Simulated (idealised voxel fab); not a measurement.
Module name: voxel fin reveal (process module)
Displayed cross-section: cut, width of 165 nm, square cells sized 5 nm.
Cross-section, as written here: a square-cell grid given band by band from the top down, where a band holds one or more rows of cells. Basically the band line says how high the top is and how high the bottom is, in nm, and then what's in it from left to right, every material with its width in nm. Empty space shows up as "empty", and if a single material carries "all across" it runs the full band edge to edge. Heights are expressed relative to 0, this being the level below which the as-received wafer comprises one material exclusively. The lowest band is unbounded in the downward direction and is denoted as in "0 and below". Width spec "30..40" -> top row of cells at first value, bottom row at second value, equal per-row change in between. Basically "nothing different" means that step didn't change any cell in the cross-section. This entry, "Closed internal cavities", enumerates those empty regions of no fewer than 8 cells that possess no open connection to the top. Each region is reported in the form width x height at distance, the distance being taken from the left edge, with all three quantities expressed in nm. Anything after a step's settings on that line? It's the simulator's own note about the step. The setting "overlay nm" may be written on the line of a step. When the step uses a mask, the value reports how far to the right of the planned place the mask lay, and a negative value reports that it lay to the left.
The steps planned for the process are as follows
step 1: RECEIVE (material Si)
step 2: CONFORMAL_DEP (material SiN; thk nm 5)
step 3: MASKED_ETCH (tone cover; mask id FINS; width nm 15; pitch nm 40; etch materials SiN; depth nm 5; overlay nm 0)
step 4: MASKED_ETCH (tone cover; mask id FINS; width nm 15; pitch nm 40; etch materials Si; depth nm 40; overlay nm 0)
step 5: OXIDIZE (depth nm 5)
step 6: FILL_DEP (material SiO2; thk nm 5)
step 7: CMP (height nm 5)
step 8: SELECTIVE_ETCH (etch materials SiO2; depth nm 30)
step 9: STRIP (etch materials SiN)
Cross-section: wafer on arrival = after step 1
- 0 and below: Si all across
- Closed internal cavities: none
Cross-section: first of two wafers, module finished, run according to plan
- 0 down to -25: empty 20, Si 5, empty 35, Si 5, empty 35, Si 5, empty 35, Si 5, empty 20
- -25 down to -45: SiO2 20, Si 5, SiO2 35, Si 5, SiO2 35, Si 5, SiO2 35, Si 5, SiO2 20
- -45 and below: Si all across
- Closed internal cavities: none
Here's the second of our two wafers sectioned at module end. Same start as the first, same plan, but one mistake got made running it
- 0 down to -25: empty 20, Si 5, empty 35, Si 5, empty 35, Si 5, empty 35, Si 5, empty 20
- -25 down to -35: SiO2 20, Si 5, SiO2 35, Si 5, SiO2 35, Si 5, SiO2 35, Si 5, SiO2 20
- -35 and below: Si all across
- Closed internal cavities: none
So what did we get wrong on this run? contrary to plan, step 4 was performed as MASKED_ETCH (tone cover; mask id FINS; width nm 15; pitch nm 40; etch materials Si; depth nm 30; overlay nm 0)
It is noted that, at the conclusion of processing, the second wafer exhibits a higher or lower cell count for certain materials relative to the first: +58 Si | -58 SiO2
